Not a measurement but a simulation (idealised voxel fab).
A process module follows: voxel self aligned vias.
Pictured: cross-section cut, 155 nm wide, on a grid of 5 nm square cells.
Bands, listed from the top down, are how a cross-section gets written in this document; the cross-section itself is a grid of square cells, and a band is one or more rows of them.
Within each band entry, the heights of the top and of the bottom of the band appear first, in that order and in nm; the materials of the band then follow from left to right, each with its corresponding width in nm. The designation "all across" on a single material indicates that it fills the band from edge to edge; the designation "air" indicates empty space.
Note: height 0 marks the level under which the wafer is uniformly one material as received. Lowest band unbounded below, written "top 0, no bottom".
With a width like "30..40", each row of cells in the band differs from the next by the same amount, the top row carrying the first number and the bottom row the second.
For the purposes of this document, the phrase "remained unchanged" attached to a step denotes that no cell within the cross-section was modified by that step.
"Enclosed internal cavities" lists enclosed empty spaces (at least 8 cells, no open path upward to the top), each as width x height at distance from the left edge, in nm.
Anything after a step's settings on that line? It's the simulator's own note about the step.
The line of a step may include "overlay nm". On a step with a mask, this value is how far to the right of its planned place the mask lay. A negative value means the mask lay to the left.
The following list gives the planned process steps:
1: RECEIVE, material Si
2: CONFORMAL_DEP, material SiO2, thk nm 15
3: CONFORMAL_DEP, material SiCN, thk nm 5
4: DIRECTIONAL_DEP, material lowk, thk nm 30
5: MASKED_ETCH, tone open, mask id LINES, width nm 30, pitch nm 60, etch materials lowk, depth nm 30, overlay nm 0
6: CONFORMAL_DEP, material TiN, thk nm 5
7: FILL_DEP, material W, thk nm 5
8: CMP, height nm 50
9: SELECTIVE_ETCH, etch materials W Ru TiN, depth nm 5
10: FILL_DEP, material SiN, thk nm 10
11: CMP, height nm 50
12: DIRECTIONAL_DEP, material lowk, thk nm 20
13: DIRECTIONAL_DEP, material aC, thk nm 10
14: PATTERN, tone open, mask id VIAS, material resist, width nm 40, pitch nm 60, thk nm 25, overlay nm 0
15: DIRECTIONAL_ETCH, etch materials aC, depth nm 10
16: STRIP, etch materials resist
17: DIRECTIONAL_ETCH, etch materials lowk, depth nm 20
18: DIRECTIONAL_ETCH, etch materials SiN, depth nm 5
19: STRIP, etch materials aC
20: CONFORMAL_DEP, material TiN, thk nm 5
21: FILL_DEP, material Ru, thk nm 5
22: CMP, height nm 70
23: CONFORMAL_DEP, material SiN, thk nm 5
Received-state cross-section, reflecting completion of step 1:
- top 0, no bottom | Si all across
- Enclosed internal cavities: none
Final cross-section, module run with one mistake (start and plan as above):
- top 75, bottom 70 | SiN all across
- top 70, bottom 50 | lowk (25), TiN (5), Ru (30), TiN (5), lowk (20), TiN (5), Ru (30), TiN (5), lowk (30)
- top 50, bottom 45 | lowk (25), TiN (40), lowk (20), TiN (40), lowk (30)
- top 45, bottom 25 | lowk (25), TiN (5), W (30), TiN (5), lowk (20), TiN (5), W (30), TiN (5), lowk (30)
- top 25, bottom 20 | lowk (25), TiN (40), lowk (20), TiN (40), lowk (30)
- top 20, bottom 15 | SiCN all across
- top 15, bottom 0 | SiO2 all across
- top 0, no bottom | Si all across
- Enclosed internal cavities: none
It is concluded that the wafer was processed incorrectly with respect to the plan, in that step 5 off recipe, ran as MASKED_ETCH, tone open, mask id LINES, width nm 40, pitch nm 60, etch materials lowk, depth nm 30, overlay nm 0
